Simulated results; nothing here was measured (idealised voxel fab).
Module name: voxel trench capacitor (process module)
Displayed cross-section: cut, width of 280 nm, square cells sized 5 nm.
Reading order for cross-sections: top band down to bottom band. Underlying form: a grid of square cells. Band size: one or more rows of cells.
Heights first: top, then bottom, in nm. Then materials, left to right, each with a width in nm. "full width" on a single material: fills the band edge to edge. "blank": empty space.
Heights are expressed relative to 0, this being the level below which the as-received wafer comprises one material exclusively. The lowest band is unbounded in the downward direction and is denoted as in "z 0 and below".
Width "30->40": first value at the band's top row of cells, second value at its bottom row, equal change from row to row.
The cross-section has no changed cell in any step marked "no change".
"Sealed internal voids" means: voids of 8 cells or more that are shut off from the top with no open way through. Written width x height at distance, distance from the left edge, in nm.
Formally, on a step line, whatever follows the settings is a remark that the simulator itself makes on the step.
A step's line can hold "overlay nm"; with a mask on that step, the setting says how far right of the planned place the mask lay, while a negative setting says it lay to the left.
[Planned step list for the process]
1. RECEIVE (material Si)
2. CONFORMAL_DEP (material SiN; thk nm 5)
3. PATTERN (tone open; mask id TRENCH; material resist; width nm 25; pitch nm 55; thk nm 15; overlay nm 0)
4. DIRECTIONAL_ETCH (etch materials SiN; depth nm 5)
5. DIRECTIONAL_ETCH (etch materials Si; depth nm 25)
6. STRIP (etch materials resist)
7. CONFORMAL_DEP (material Al2O3; thk nm 5)
8. FILL_DEP (material polySi; thk nm 5)
9. CMP (height nm 5)
[Here's what the wafer looked like in cross-section when it arrived - that's after step 1]
* z 0 and below | Si full width
* Sealed internal voids: none
[Here's the cross-section of the first of our two wafers at the end of the module - it ran as planned]
* z 5 to 0 | 100 of SiN | 5 of Al2O3 | 15 of polySi | 5 of Al2O3 | 30 of SiN | 5 of Al2O3 | 15 of polySi | 5 of Al2O3 | 100 of SiN
* z 0 to -20 | 100 of Si | 5 of Al2O3 | 15 of polySi | 5 of Al2O3 | 30 of Si | 5 of Al2O3 | 15 of polySi | 5 of Al2O3 | 100 of Si
* z -20 to -25 | 100 of Si | 25 of Al2O3 | 30 of Si | 25 of Al2O3 | 100 of Si
* z -25 and below | Si full width
* Sealed internal voids: none
[Cross-sectional view of the second of two wafers upon completion of the module. This wafer shared its starting condition and process plan with the first; one error was made during its execution]
* z -5 to -20 | 100 of Si | 5 of Al2O3 | 15 of polySi | 5 of Al2O3 | 30 of Si | 5 of Al2O3 | 15 of polySi | 5 of Al2O3 | 100 of Si
* z -20 to -25 | 100 of Si | 25 of Al2O3 | 30 of Si | 25 of Al2O3 | 100 of Si
* z -25 and below | Si full width
* Sealed internal voids: none
Nonconformance to the process plan: for step 9, the planned setting was not used; the step was instead run as CMP (height nm -5)
Final difference in cells, second wafer against first, listed per material as more or fewer: 8 fewer of Al2O3; 46 fewer of Si; 46 fewer of SiN; 12 fewer of polySi
